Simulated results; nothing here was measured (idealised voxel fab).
process module | voxel spacer lines
cross-section cut | 250 nm wide | cells 5 nm
A cross-section is a grid of square cells, given in bands from the top down. A band is one or more rows of cells.
Each band's line starts with the height of the band's top and of its bottom, in nm. Then come its materials from left to right, each with its width in nm. One material with "throughout" fills the band from edge to edge. "air" is empty space.
Height 0 is the level under which the wafer as received is all one material. The lowest band goes on downwards, as in "0 down".
A width such as "30 to 40" changes by the same amount from each row of cells to the next, from the band's top row to its bottom row.
"no change" after a step means that no cell of the cross-section changed.
closed voids: empty space of 8 cells or more with no open way to the top, each as width x height at its distance from the left edge, in nm
after a step's settings: what the simulator itself notes on the step
overlay nm, on a step with a mask: how far to the right of its planned place the mask lay; to the left if negative
plan
1 op RECEIVE | material Si
2 op CONFORMAL_DEP | material Al2O3 | thk nm 10
3 op DIRECTIONAL_DEP | material polySi | thk nm 15
4 op DIRECTIONAL_DEP | material aC | thk nm 30
5 op PATTERN | tone cover | mask id MANDREL | material resist | width nm 20 | pitch nm 70 | thk nm 40 | overlay nm 0
6 op DIRECTIONAL_ETCH | etch materials aC | depth nm 30
7 op STRIP | etch materials resist
8 op CONFORMAL_DEP | material SiN | thk nm 15
9 op DIRECTIONAL_ETCH | etch materials SiN | depth nm 5
10 op STRIP | etch materials aC
11 op DIRECTIONAL_ETCH | etch materials polySi | depth nm 15
12 op STRIP | etch materials SiN
13 op FILL_DEP | material SiO2 | thk nm 5
14 op CMP | height nm 25
varied across the wafers: depth nm of step 9. The plan shows the first wafer's value. All wafers start alike
first wafer as received, after step 1
  0 down: Si throughout
  closed voids: none
first wafer at the end, after step 14
  25 to 10: polySi throughout
  10 to 0: Al2O3 throughout
  0 down: Si throughout
  closed voids: none
last wafer at the end
  25 to 10: SiO2 65 | polySi 15 | SiO2 20 | polySi 15 | SiO2 20 | polySi 15 | SiO2 20 | polySi 15 | SiO2 65
  10 to 0: Al2O3 throughout
  0 down: Si throughout
  closed voids: none
each wafer at the end: cells of each material gained (+) or lost (-) since it was received, then its closed voids
depth nm 5 | +100 Al2O3 | +150 polySi | closed voids: none
depth nm 10 | +100 Al2O3 | +150 polySi | closed voids: none
depth nm 15 | +100 Al2O3 | +114 SiO2 | +36 polySi | closed voids: none
depth nm 20 | +100 Al2O3 | +114 SiO2 | +36 polySi | closed voids: none
depth nm 25 | +100 Al2O3 | +114 SiO2 | +36 polySi | closed voids: none
depth nm 30 | +100 Al2O3 | +114 SiO2 | +36 polySi | closed voids: none
